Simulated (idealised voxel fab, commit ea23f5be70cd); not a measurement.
Presented below is a process module, voxel self aligned vias.
Cross-section cut: width 235 nm, square cells of 5 nm.
How to read a cross-section here: the picture is a grid of square cells, written as bands going from the top down, and any band can span one or more rows of cells.
First you get the band's top height and its bottom height, in nm, and then the materials it's made of, left to right, with each width in nm. If you see a single material with "full width", that one covers the band edge to edge. "air" is empty space.
Height 0 is the level under which the wafer as received is all one material. The lowest band goes on downwards, as in "0 and below".
Per-row width for "30..40": begins at first number (top row of band), ends at second number (bottom row), increment between rows held constant.
The cross-section has no changed cell in any step marked "left unchanged".
Closed empty spaces (no open way to the top) of 8 cells or more are what "Closed internal voids" lists, each as width x height at distance from the left edge, nm for all three.
Anything after a step's settings on that line? It's the simulator's own note about the step.
"overlay nm" denotes, for a step that has a mask, the displacement of the mask to the right of its planned place, with negative values corresponding to the left.

So here's the lineup of process steps we planned:
1. RECEIVE, material Si
2. CONFORMAL_DEP, material SiO2, thk nm 15
3. CONFORMAL_DEP, material SiCN, thk nm 5
4. DIRECTIONAL_DEP, material SiO2, thk nm 30
5. MASKED_ETCH, tone open, mask id LINES, width nm 25, pitch nm 60, etch materials SiO2, depth nm 30, overlay nm 0
6. CONFORMAL_DEP, material TiN, thk nm 5
7. FILL_DEP, material W, thk nm 10
8. CMP, height nm 50
9. SELECTIVE_ETCH, etch materials W Ru TiN, depth nm 5
10. FILL_DEP, material SiN, thk nm 5
11. CMP, height nm 50
12. DIRECTIONAL_DEP, material SiO2, thk nm 15
13. MASKED_ETCH, tone open, mask id VIAS, width nm 35, pitch nm 60, etch materials SiO2, depth nm 15, overlay nm 0
14. MASKED_ETCH, tone open, mask id VIAS, width nm 35, pitch nm 60, etch materials SiN, depth nm 5, overlay nm 0
15. CONFORMAL_DEP, material TiN, thk nm 5
16. FILL_DEP, material Cu, thk nm 5
17. CMP, height nm 65
18. CONFORMAL_DEP, material SiCN, thk nm 5

What follows covers the first of two wafers; it ran as planned:

Step 1 complete: cross-section of the wafer as received:
> 0 and below: Si full width
> Closed internal voids: none

Take a look at the wafer's cross-section after step 2:
> 15 down to 0: SiO2 full width
> At heights below 0, the structure remains unaltered.

Take a look at the wafer's cross-section after step 3:
> 20 down to 15: SiCN full width
> At heights below 15, the structure remains unaltered.

Take a look at the wafer's cross-section after step 4:
> 50 down to 20: SiO2 full width
> At heights below 20, the structure remains unaltered.

Take a look at the wafer's cross-section after step 5:
> 50 down to 20: SiO2 75 nm; air 25 nm; SiO2 35 nm; air 25 nm; SiO2 75 nm
> At heights below 20, the structure remains unaltered.

Take a look at the wafer's cross-section after step 6:
> 55 down to 50: TiN 80 nm; air 15 nm; TiN 45 nm; air 15 nm; TiN 80 nm
> 50 down to 25: SiO2 75 nm; TiN 5 nm; air 15 nm; TiN 5 nm; SiO2 35 nm; TiN 5 nm; air 15 nm; TiN 5 nm; SiO2 75 nm
> 25 down to 20: SiO2 75 nm; TiN 25 nm; SiO2 35 nm; TiN 25 nm; SiO2 75 nm
> At heights below 20, the structure remains unaltered.

Take a look at the wafer's cross-section after step 7:
> 65 down to 55: W full width
> 55 down to 50: TiN 80 nm; W 15 nm; TiN 45 nm; W 15 nm; TiN 80 nm
> 50 down to 25: SiO2 75 nm; TiN 5 nm; W 15 nm; TiN 5 nm; SiO2 35 nm; TiN 5 nm; W 15 nm; TiN 5 nm; SiO2 75 nm
> At heights below 25, the structure remains unaltered.

Take a look at the wafer's cross-section after step 8:
> 50 down to 25: SiO2 75 nm; TiN 5 nm; W 15 nm; TiN 5 nm; SiO2 35 nm; TiN 5 nm; W 15 nm; TiN 5 nm; SiO2 75 nm
> At heights below 25, the structure remains unaltered.

Take a look at the wafer's cross-section after step 9:
> 50 down to 45: SiO2 75 nm; air 25 nm; SiO2 35 nm; air 25 nm; SiO2 75 nm
> At heights below 45, the structure remains unaltered.

Take a look at the wafer's cross-section after step 10:
> 55 down to 50: SiN full width
> 50 down to 45: SiO2 75 nm; SiN 25 nm; SiO2 35 nm; SiN 25 nm; SiO2 75 nm
> At heights below 45, the structure remains unaltered.

Take a look at the wafer's cross-section after step 11:
> 50 down to 45: SiO2 75 nm; SiN 25 nm; SiO2 35 nm; SiN 25 nm; SiO2 75 nm
> At heights below 45, the structure remains unaltered.

Take a look at the wafer's cross-section after step 12:
> 65 down to 50: SiO2 full width
> At heights below 50, the structure remains unaltered.

Take a look at the wafer's cross-section after step 13:
> 65 down to 50: SiO2 70 nm; air 35 nm; SiO2 25 nm; air 35 nm; SiO2 70 nm
> At heights below 50, the structure remains unaltered.

Take a look at the wafer's cross-section after step 14:
> 65 down to 50: SiO2 70 nm; air 35 nm; SiO2 25 nm; air 35 nm; SiO2 70 nm
> 50 down to 45: SiO2 75 nm; air 25 nm; SiO2 35 nm; air 25 nm; SiO2 75 nm
> At heights below 45, the structure remains unaltered.

Take a look at the wafer's cross-section after step 15:
> 70 down to 65: TiN 75 nm; air 25 nm; TiN 35 nm; air 25 nm; TiN 75 nm
> 65 down to 55: SiO2 70 nm; TiN 5 nm; air 25 nm; TiN 5 nm; SiO2 25 nm; TiN 5 nm; air 25 nm; TiN 5 nm; SiO2 70 nm
> 55 down to 50: SiO2 70 nm; TiN 10 nm; air 15 nm; TiN 10 nm; SiO2 25 nm; TiN 10 nm; air 15 nm; TiN 10 nm; SiO2 70 nm
> 50 down to 45: SiO2 75 nm; TiN 25 nm; SiO2 35 nm; TiN 25 nm; SiO2 75 nm
> At heights below 45, the structure remains unaltered.

Take a look at the wafer's cross-section after step 16:
> 75 down to 70: Cu full width
> 70 down to 65: TiN 75 nm; Cu 25 nm; TiN 35 nm; Cu 25 nm; TiN 75 nm
> 65 down to 55: SiO2 70 nm; TiN 5 nm; Cu 25 nm; TiN 5 nm; SiO2 25 nm; TiN 5 nm; Cu 25 nm; TiN 5 nm; SiO2 70 nm
> 55 down to 50: SiO2 70 nm; TiN 10 nm; Cu 15 nm; TiN 10 nm; SiO2 25 nm; TiN 10 nm; Cu 15 nm; TiN 10 nm; SiO2 70 nm
> At heights below 50, the structure remains unaltered.

Take a look at the wafer's cross-section after step 17:
> 65 down to 55: SiO2 70 nm; TiN 5 nm; Cu 25 nm; TiN 5 nm; SiO2 25 nm; TiN 5 nm; Cu 25 nm; TiN 5 nm; SiO2 70 nm
> At heights below 55, the structure remains unaltered.

Take a look at the wafer's cross-section after step 18:
> 70 down to 65: SiCN full width
> At heights below 65, the structure remains unaltered.

Second wafer, same starting conditions and recipe as the first, one mistake in executing it, nothing differs from the first up to and including step 12:

Here is the second wafer in cross-section at the point where step 13 of the plan should have been done:
> 65 down to 50: air 70 nm; SiO2 35 nm; air 25 nm; SiO2 35 nm; air 70 nm
> At heights below 50, the structure remains unaltered.

Here is the second wafer in cross-section at the point where step 14 of the plan should have been done: left unchanged

Here is the second wafer in cross-section at the point where step 15 of the plan should have been done:
> 70 down to 65: air 65 nm; TiN 45 nm; air 15 nm; TiN 45 nm; air 65 nm
> 65 down to 55: air 65 nm; TiN 5 nm; SiO2 35 nm; TiN 5 nm; air 15 nm; TiN 5 nm; SiO2 35 nm; TiN 5 nm; air 65 nm
> 55 down to 50: TiN 70 nm; SiO2 35 nm; TiN 25 nm; SiO2 35 nm; TiN 70 nm
> At heights below 50, the structure remains unaltered.

Here is the second wafer in cross-section at the point where step 16 of the plan should have been done:
> 75 down to 70: Cu full width
> 70 down to 65: Cu 65 nm; TiN 45 nm; Cu 15 nm; TiN 45 nm; Cu 65 nm
> 65 down to 55: Cu 65 nm; TiN 5 nm; SiO2 35 nm; TiN 5 nm; Cu 15 nm; TiN 5 nm; SiO2 35 nm; TiN 5 nm; Cu 65 nm
> At heights below 55, the structure remains unaltered.

Here is the second wafer in cross-section at the point where step 17 of the plan should have been done:
> 65 down to 55: Cu 65 nm; TiN 5 nm; SiO2 35 nm; TiN 5 nm; Cu 15 nm; TiN 5 nm; SiO2 35 nm; TiN 5 nm; Cu 65 nm
> At heights below 55, the structure remains unaltered.

Here is the second wafer in cross-section at the point where step 18 of the plan should have been done:
> 70 down to 65: SiCN full width
> At heights below 65, the structure remains unaltered.
Deviation from plan: step 13 was run on a setting that differed from the plan, and what really ran there is MASKED_ETCH, tone cover, mask id VIAS, width nm 35, pitch nm 60, etch materials SiO2, depth nm 15, overlay nm 0
Wafer comparison, final, in cells, second relative to first, materials more or fewer: +32 Cu, +10 SiN, -57 SiO2, +15 TiN
